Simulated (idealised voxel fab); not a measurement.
Process module under the name voxel lift off
Cross-sectional view cut (width: 285 nm; square cell size: 5 nm).
Cross-section format: a grid of square cells, given as bands from top to bottom; each band is one or more rows of cells.
First you get the band's top height and its bottom height, in nm, and then the materials it's made of, left to right, with each width in nm. If you see a single material with "everywhere", that one covers the band edge to edge. "empty" is empty space.
Beneath 0, the wafer as received is one material, and that level is where height counting begins. The lowest band goes on downward without a bottom; it is written like "top 0, no bottom".
A width given as "30->40" starts at the first number in the band's top row and ends at the second number in its bottom row, shifting by an equal amount at every step from row to row.
Step marked "nothing different"? Then no cell in the cross-section changed in it.
Empty spaces counting at least 8 cells and having no open way to the top are listed in "Unvented voids". The notation width x height at distance is used for each, the distance being from the left edge and all three values in nm.
The remark found on a step's line after its settings is issued by the simulator itself and pertains to that step.
If you see "overlay nm" on a step's line and that step has a mask, it's telling you how far right of where it was planned the mask ended up; a negative number means it went left instead.

Planned process steps:
1: RECEIVE with material Si
2: CONFORMAL_DEP with material SiO2, thk nm 15
3: PATTERN with tone open, mask id LINES, material resist, width nm 20, pitch nm 35, thk nm 30, overlay nm -15
4: DIRECTIONAL_DEP with material Ru, thk nm 15
5: STRIP with etch materials resist
6: CONFORMAL_DEP with material SiN, thk nm 10
Every wafer here starts from the same state; it is the step 3 overlay nm that distinguishes them, and the value the plan gives belongs to the first wafer.

Incoming state of the first of several wafers in cross-section: after step 1:
	top 0, no bottom: Si everywhere
	Unvented voids: none

Per wafer, end of module: cells gained (+) or lost (-) per material since receipt, then closed voids:
overlay nm -15; +36 Ru; +144 SiN; +171 SiO2; Unvented voids: none
overlay nm -10; +36 Ru; +144 SiN; +171 SiO2; Unvented voids: none
overlay nm -5; +36 Ru; +144 SiN; +171 SiO2; Unvented voids: none
overlay nm 0; +36 Ru; +144 SiN; +171 SiO2; Unvented voids: none
overlay nm 5; +36 Ru; +144 SiN; +171 SiO2; Unvented voids: none
overlay nm 10; +36 Ru; +144 SiN; +171 SiO2; Unvented voids: none
overlay nm 15; +36 Ru; +144 SiN; +171 SiO2; Unvented voids: none
